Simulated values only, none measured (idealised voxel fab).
The process module that follows is named voxel tone inversion.
Pictured: cross-section cut, 295 nm wide, on a grid of 5 nm square cells.
Bands, listed from the top down, are how a cross-section gets written in this document; the cross-section itself is a grid of square cells, and a band is one or more rows of them.
Read a band's entry like this: the first values are the height of its top and the height of its bottom in nm, and what follows is the sequence of materials from left to right, each with its width in nm. Note that "blank" is empty space, and that a single material marked "throughout" reaches across the band from edge to edge.
Height datum 0, below which the as-received substrate wafer is one material. Lowest band open at the bottom, running downward: "0 -> down".
Quick explanation for "30->40": the width changes in equal steps down the rows of cells, from the first number in the band's top row to the second number in its bottom row.
Where the words "no modifications" appear for a step, the cross-section shows no cell changed by that step; every cell remained as before.
Entry "Enclosed void catalog" = empty spaces >= 8 cells with no open way to the top; each as width x height at distance, distance from left edge, all nm.
Whatever follows a step's settings on its line is a remark the simulator itself makes about that step.
overlay nm: mask right of planned place by this much (step with mask). Neg. = left.
Set out below are the planned steps of the process:
step 1: RECEIVE: material Si
step 2: CONFORMAL_DEP: material SiN, thk nm 5
step 3: DIRECTIONAL_DEP: material polySi, thk nm 20
step 4: PATTERN: tone cover, mask id POSTS, material resist, width nm 25, pitch nm 55, thk nm 25, overlay nm 0
step 5: DIRECTIONAL_ETCH: etch materials polySi, depth nm 20
step 6: STRIP: etch materials resist
step 7: FILL_DEP: material lowk, thk nm 5
step 8: CMP: height nm 25
step 9: STRIP: etch materials polySi
step 10: CONFORMAL_DEP: material TiN, thk nm 5
step 11: FILL_DEP: material Cu, thk nm 10
step 12: CMP: height nm 25
step 13: CONFORMAL_DEP: material SiCN, thk nm 5
First wafer out of two, processed as planned:
As received, after step 1:
    0 -> down | Si throughout
    Enclosed void catalog: none
Step 2 complete: cross-section through the wafer:
    5 -> 0 | SiN throughout
    Unchanged below 0.
Step 3 complete: cross-section through the wafer:
    25 -> 5 | polySi throughout
    Unchanged below 5.
Step 4 complete: cross-section through the wafer:
    50 -> 25 | blank 80 nm, resist 25 nm, blank 30 nm, resist 25 nm, blank 30 nm, resist 25 nm, blank 80 nm
    Unchanged below 25.
Step 5 complete: cross-section through the wafer:
    50 -> 25 | blank 80 nm, resist 25 nm, blank 30 nm, resist 25 nm, blank 30 nm, resist 25 nm, blank 80 nm
    25 -> 5 | blank 80 nm, polySi 25 nm, blank 30 nm, polySi 25 nm, blank 30 nm, polySi 25 nm, blank 80 nm
    Unchanged below 5.
Step 6 complete: cross-section through the wafer:
    25 -> 5 | blank 80 nm, polySi 25 nm, blank 30 nm, polySi 25 nm, blank 30 nm, polySi 25 nm, blank 80 nm
    Unchanged below 5.
Step 7 complete: cross-section through the wafer:
    30 -> 25 | lowk throughout
    25 -> 5 | lowk 80 nm, polySi 25 nm, lowk 30 nm, polySi 25 nm, lowk 30 nm, polySi 25 nm, lowk 80 nm
    Unchanged below 5.
Step 8 complete: cross-section through the wafer:
    25 -> 5 | lowk 80 nm, polySi 25 nm, lowk 30 nm, polySi 25 nm, lowk 30 nm, polySi 25 nm, lowk 80 nm
    Unchanged below 5.
Step 9 complete: cross-section through the wafer:
    25 -> 5 | lowk 80 nm, blank 25 nm, lowk 30 nm, blank 25 nm, lowk 30 nm, blank 25 nm, lowk 80 nm
    Unchanged below 5.
Step 10 complete: cross-section through the wafer:
    30 -> 25 | TiN 85 nm, blank 15 nm, TiN 40 nm, blank 15 nm, TiN 40 nm, blank 15 nm, TiN 85 nm
    25 -> 10 | lowk 80 nm, TiN 5 nm, blank 15 nm, TiN 5 nm, lowk 30 nm, TiN 5 nm, blank 15 nm, TiN 5 nm, lowk 30 nm, TiN 5 nm, blank 15 nm, TiN 5 nm, lowk 80 nm
    10 -> 5 | lowk 80 nm, TiN 25 nm, lowk 30 nm, TiN 25 nm, lowk 30 nm, TiN 25 nm, lowk 80 nm
    Unchanged below 5.
Step 11 complete: cross-section through the wafer:
    40 -> 30 | Cu throughout
    30 -> 25 | TiN 85 nm, Cu 15 nm, TiN 40 nm, Cu 15 nm, TiN 40 nm, Cu 15 nm, TiN 85 nm
    25 -> 10 | lowk 80 nm, TiN 5 nm, Cu 15 nm, TiN 5 nm, lowk 30 nm, TiN 5 nm, Cu 15 nm, TiN 5 nm, lowk 30 nm, TiN 5 nm, Cu 15 nm, TiN 5 nm, lowk 80 nm
    Unchanged below 10.
Step 12 complete: cross-section through the wafer:
    25 -> 10 | lowk 80 nm, TiN 5 nm, Cu 15 nm, TiN 5 nm, lowk 30 nm, TiN 5 nm, Cu 15 nm, TiN 5 nm, lowk 30 nm, TiN 5 nm, Cu 15 nm, TiN 5 nm, lowk 80 nm
    Unchanged below 10.
Step 13 complete: cross-section through the wafer:
    30 -> 25 | SiCN throughout
    Unchanged below 25.
The second wafer: identical to the first at the outset and in its planned sequence, differing only in that one mistake was made during processing; up to and including step 1, its path is the first wafer's path:
Cross-section of the second wafer at the time by which step 2 should have been completed according to the plan: no modifications
Cross-section of the second wafer at the time by which step 3 should have been completed according to the plan:
    20 -> 0 | polySi throughout
    Unchanged below 0.
Cross-section of the second wafer at the time by which step 4 should have been completed according to the plan:
    45 -> 20 | blank 80 nm, resist 25 nm, blank 30 nm, resist 25 nm, blank 30 nm, resist 25 nm, blank 80 nm
    Unchanged below 20.
Cross-section of the second wafer at the time by which step 5 should have been completed according to the plan:
    45 -> 20 | blank 80 nm, resist 25 nm, blank 30 nm, resist 25 nm, blank 30 nm, resist 25 nm, blank 80 nm
    20 -> 0 | blank 80 nm, polySi 25 nm, blank 30 nm, polySi 25 nm, blank 30 nm, polySi 25 nm, blank 80 nm
    Unchanged below 0.
Cross-section of the second wafer at the time by which step 6 should have been completed according to the plan:
    20 -> 0 | blank 80 nm, polySi 25 nm, blank 30 nm, polySi 25 nm, blank 30 nm, polySi 25 nm, blank 80 nm
    Unchanged below 0.
Cross-section of the second wafer at the time by which step 7 should have been completed according to the plan:
    25 -> 20 | lowk throughout
    20 -> 0 | lowk 80 nm, polySi 25 nm, lowk 30 nm, polySi 25 nm, lowk 30 nm, polySi 25 nm, lowk 80 nm
    Unchanged below 0.
Cross-section of the second wafer at the time by which step 8 should have been completed according to the plan: no modifications
Cross-section of the second wafer at the time by which step 9 should have been completed according to the plan: no modifications
Cross-section of the second wafer at the time by which step 10 should have been completed according to the plan:
    30 -> 25 | TiN throughout
    Unchanged below 25.
Cross-section of the second wafer at the time by which step 11 should have been completed according to the plan:
    40 -> 30 | Cu throughout
    Unchanged below 30.
Cross-section of the second wafer at the time by which step 12 should have been completed according to the plan:
    25 -> 20 | lowk throughout
    Unchanged below 20.
Cross-section of the second wafer at the time by which step 13 should have been completed according to the plan:
    30 -> 25 | SiCN throughout
    Unchanged below 25.
Heads up, the wafer didn't run the way we planned it: no execution of plan step 2; skipped
At the finish, the second wafer shows more or fewer cells for some materials than the first does: Cu -27, SiN -59, TiN -33, lowk +59, polySi +60
